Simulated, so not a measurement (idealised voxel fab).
voxel transistor to metal: a process module
Pictured: cross-section cut, 195 nm wide, on a grid of 5 nm square cells.
Just so we're on the same page, the cross-sections are grids of square cells, and they're listed out in bands top to bottom, each band one or more rows deep. Band entry format. Leading values: height of top, height of bottom, nm. Remainder: materials in left-to-right order, each with its width in nm. Special words: "full width" on a single material, which then fills the band edge to edge; "empty", empty space. Counting heights begins at 0, where everything beneath is, in the wafer as received, one material. The lowest band has no bottom; it goes on downwards, as "0 and below" shows. Width spec "30..40" -> top row of cells at first value, bottom row at second value, equal per-row change in between. Reading "nothing was modified" for a step: not a cell of the cross-section changed in it. In "Trapped void list" the enclosed voids are listed, meaning empty spaces of 8 cells or larger without any opening to the top. The form is width x height at distance, distance from the left edge, units nm. Text after the settings on a step's line: the simulator's own remark on that step. overlay nm: on a step with a mask, how far right of its planned place the mask lay; negative means left.
[So here's the lineup of process steps we planned]
1. RECEIVE | material Si
2. CONFORMAL_DEP | material SiO2 | thk nm 5
3. CONFORMAL_DEP | material SiN | thk nm 15
4. DIRECTIONAL_DEP | material aC | thk nm 15
5. PATTERN | tone cover | mask id ACTIVE | material resist | width nm 95 | thk nm 30 | overlay nm 0
6. DIRECTIONAL_ETCH | etch materials aC | depth nm 15
7. STRIP | etch materials resist
8. DIRECTIONAL_ETCH | etch materials SiN | depth nm 15
9. DIRECTIONAL_ETCH | etch materials SiO2 | depth nm 5
10. DIRECTIONAL_ETCH | etch materials Si | depth nm 25
11. STRIP | etch materials aC
12. OXIDIZE | depth nm 5
13. FILL_DEP | material SiO2 | thk nm 10
14. CMP | height nm 20
15. SELECTIVE_ETCH | etch materials SiO2 | depth nm 15
16. STRIP | etch materials SiN
17. SELECTIVE_ETCH | etch materials SiO2 | depth nm 5
18. OXIDIZE | depth nm 5
19. DIRECTIONAL_DEP | material polySi | thk nm 30
20. DIRECTIONAL_DEP | material SiCN | thk nm 10
21. MASKED_ETCH | tone cover | mask id GATE | width nm 25 | etch materials SiCN | depth nm 20 | overlay nm 0
22. MASKED_ETCH | tone cover | mask id GATE | width nm 25 | etch materials polySi | depth nm 40 | overlay nm -10
23. CONFORMAL_DEP | material SiO2 | thk nm 5
24. DIRECTIONAL_ETCH | etch materials SiO2 | depth nm 5
25. CONFORMAL_DEP | material SiN | thk nm 10
26. DIRECTIONAL_ETCH | etch materials SiN | depth nm 10
27. DIRECTIONAL_ETCH | etch materials SiO2 | depth nm 5
28. DIRECTIONAL_ETCH | etch materials Si | depth nm 10
29. EPI | material SiGe | thk nm 10
30. FILL_DEP | material SiO2 | thk nm 5
31. CMP | height nm 40
32. DIRECTIONAL_DEP | material SiO2 | thk nm 15
33. DIRECTIONAL_DEP | material aC | thk nm 10
34. PATTERN | tone open | mask id CONTACT | material resist | width nm 15 | pitch nm 70 | thk nm 25 | overlay nm 0
35. DIRECTIONAL_ETCH | etch materials aC | depth nm 10
36. STRIP | etch materials resist
37. DIRECTIONAL_ETCH | etch materials SiO2 | depth nm 60
38. STRIP | etch materials aC
39. CONFORMAL_DEP | material TiN | thk nm 5
40. FILL_DEP | material Ru | thk nm 5
41. CMP | height nm 55
42. CONFORMAL_DEP | material SiN | thk nm 5
43. DIRECTIONAL_DEP | material lowk | thk nm 20
44. PATTERN | tone open | mask id METAL_1 | material resist | width nm 15 | pitch nm 70 | thk nm 20 | overlay nm 0
45. DIRECTIONAL_ETCH | etch materials lowk | depth nm 20
46. DIRECTIONAL_ETCH | etch materials SiN | depth nm 5
47. STRIP | etch materials resist
48. CONFORMAL_DEP | material TiN | thk nm 5
49. FILL_DEP | material W | thk nm 10
50. CMP | height nm 80
51. CONFORMAL_DEP | material SiCN | thk nm 5
52. DIRECTIONAL_DEP | material lowk | thk nm 35
53. PATTERN | tone open | mask id METAL_2 | material resist | width nm 15 | pitch nm 70 | thk nm 15 | overlay nm 0
54. DIRECTIONAL_ETCH | etch materials lowk | depth nm 20
55. STRIP | etch materials resist
56. PATTERN | tone open | mask id METAL_2_HOLES | material resist | width nm 15 | pitch nm 70 | thk nm 20 | overlay nm 0
57. DIRECTIONAL_ETCH | etch materials lowk | depth nm 15
58. DIRECTIONAL_ETCH | etch materials SiCN | depth nm 5
59. STRIP | etch materials resist
60. CONFORMAL_DEP | material TiN | thk nm 5
61. FILL_DEP | material Cu | thk nm 5
62. CMP | height nm 120
63. CONFORMAL_DEP | material SiCN | thk nm 5
Where the wafers of this document differ is in the overlay nm of step 22; they start out the same, and the plan states the value that applied to the first wafer.
[As received, i.e. after step 1: cross-section through the first of several wafers]
> 0 and below: Si full width
> Trapped void list: none
[End of module, by wafer: material-by-material cell gain (+) or loss (-) since receipt, then closed voids]
overlay nm -10, +14 Cu, +13 Ru, -157 Si, +82 SiCN, +16 SiGe, +65 SiN, +434 SiO2, +95 TiN, +8 W, +363 lowk, +42 polySi, Trapped void list: none
overlay nm -5, +14 Cu, +13 Ru, -159 Si, +82 SiCN, +18 SiGe, +65 SiN, +435 SiO2, +100 TiN, +8 W, +363 lowk, +36 polySi, Trapped void list: none
overlay nm 0, +14 Cu, +18 Ru, -161 Si, +82 SiCN, +20 SiGe, +65 SiN, +434 SiO2, +102 TiN, +8 W, +363 lowk, +30 polySi, Trapped void list: none
overlay nm 5, +14 Cu, +13 Ru, -159 Si, +82 SiCN, +18 SiGe, +65 SiN, +435 SiO2, +100 TiN, +8 W, +363 lowk, +36 polySi, Trapped void list: none
overlay nm 10, +14 Cu, +13 Ru, -157 Si, +82 SiCN, +16 SiGe, +65 SiN, +434 SiO2, +95 TiN, +8 W, +363 lowk, +42 polySi, Trapped void list: none
